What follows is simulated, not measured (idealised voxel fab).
process module | voxel local oxidation
cross-section cut | 285 nm wide | cells 5 nm
A cross-section is a grid of square cells, given in bands from the top down. A band is one or more rows of cells.
Each band's line starts with the height of the band's top and of its bottom, in nm. Then come its materials from left to right, each with its width in nm. One material with "throughout" fills the band from edge to edge. "air" is empty space.
Height 0 is the level under which the wafer as received is all one material. The lowest band goes on downwards, as in "0 down".
A width such as "30 to 40" changes by the same amount from each row of cells to the next, from the band's top row to its bottom row.
"no change" after a step means that no cell of the cross-section changed.
closed voids: empty space of 8 cells or more with no open way to the top, each as width x height at its distance from the left edge, in nm
after a step's settings: what the simulator itself notes on the step
overlay nm, on a step with a mask: how far to the right of its planned place the mask lay; to the left if negative
plan
1 op RECEIVE | material Si
2 op OXIDIZE | depth nm 5
3 op CONFORMAL_DEP | material SiN | thk nm 10
4 op DIRECTIONAL_DEP | material aC | thk nm 10
5 op PATTERN | tone cover | mask id ACTIVE | material resist | width nm 100 | thk nm 25 | overlay nm 0
6 op DIRECTIONAL_ETCH | etch materials aC | depth nm 10
7 op STRIP | etch materials resist
8 op DIRECTIONAL_ETCH | etch materials SiN | depth nm 10
9 op STRIP | etch materials aC
10 op SELECTIVE_ETCH | etch materials SiO2 | depth nm 5
11 op OXIDIZE | depth nm 10
12 op STRIP | etch materials SiN
first wafer, as planned
as received, after step 1
  0 down: Si throughout
  closed voids: none
after step 2
  0 to -5: SiO2 throughout
  below -5: unchanged
after step 3
  10 to 0: SiN throughout
  below 0: unchanged
after step 4
  20 to 10: aC throughout
  below 10: unchanged
after step 5
  45 to 20: air 90 | resist 100 | air 95
  below 20: unchanged
after step 6
  35 to 20: air 90 | resist 100 | air 95
  20 to 10: air 90 | aC 100 | air 95
  below 10: unchanged
after step 7
  20 to 10: air 90 | aC 100 | air 95
  below 10: unchanged
after step 8
  20 to 10: air 90 | aC 100 | air 95
  10 to 0: air 90 | SiN 100 | air 95
  below 0: unchanged
after step 9
  10 to 0: air 90 | SiN 100 | air 95
  below 0: unchanged
after step 10
  10 to 0: air 90 | SiN 100 | air 95
  0 to -5: air 95 | SiO2 90 | air 100
  below -5: unchanged
after step 11
  10 to 0: air 90 | SiN 100 | air 95
  0 to -5: air 95 | SiO2 90 | air 100
  -5 to -15: SiO2 105 | Si 70 | SiO2 110
  below -15: unchanged
after step 12
  0 to -5: air 95 | SiO2 90 | air 100
  below -5: unchanged
second wafer: like start, like plan, one mistake. Through step 4 it matches the first wafer
when step 5 should have ended
  45 to 20: air 95 | resist 100 | air 90
  below 20: unchanged
when step 6 should have ended
  35 to 20: air 95 | resist 100 | air 90
  20 to 10: air 95 | aC 100 | air 90
  below 10: unchanged
when step 7 should have ended
  20 to 10: air 95 | aC 100 | air 90
  below 10: unchanged
when step 8 should have ended
  20 to 10: air 95 | aC 100 | air 90
  10 to 0: air 95 | SiN 100 | air 90
  below 0: unchanged
when step 9 should have ended
  10 to 0: air 95 | SiN 100 | air 90
  below 0: unchanged
when step 10 should have ended
  10 to 0: air 95 | SiN 100 | air 90
  0 to -5: air 100 | SiO2 90 | air 95
  below -5: unchanged
when step 11 should have ended
  10 to 0: air 95 | SiN 100 | air 90
  0 to -5: air 100 | SiO2 90 | air 95
  -5 to -15: SiO2 110 | Si 70 | SiO2 105
  below -15: unchanged
when step 12 should have ended
  0 to -5: air 100 | SiO2 90 | air 95
  below -5: unchanged
what went wrong: step 5 ran as: op PATTERN | tone cover | mask id ACTIVE | material resist | width nm 100 | thk nm 25 | overlay nm 5
at the end the second wafer has, in cells: as many of each material as the first, in other places
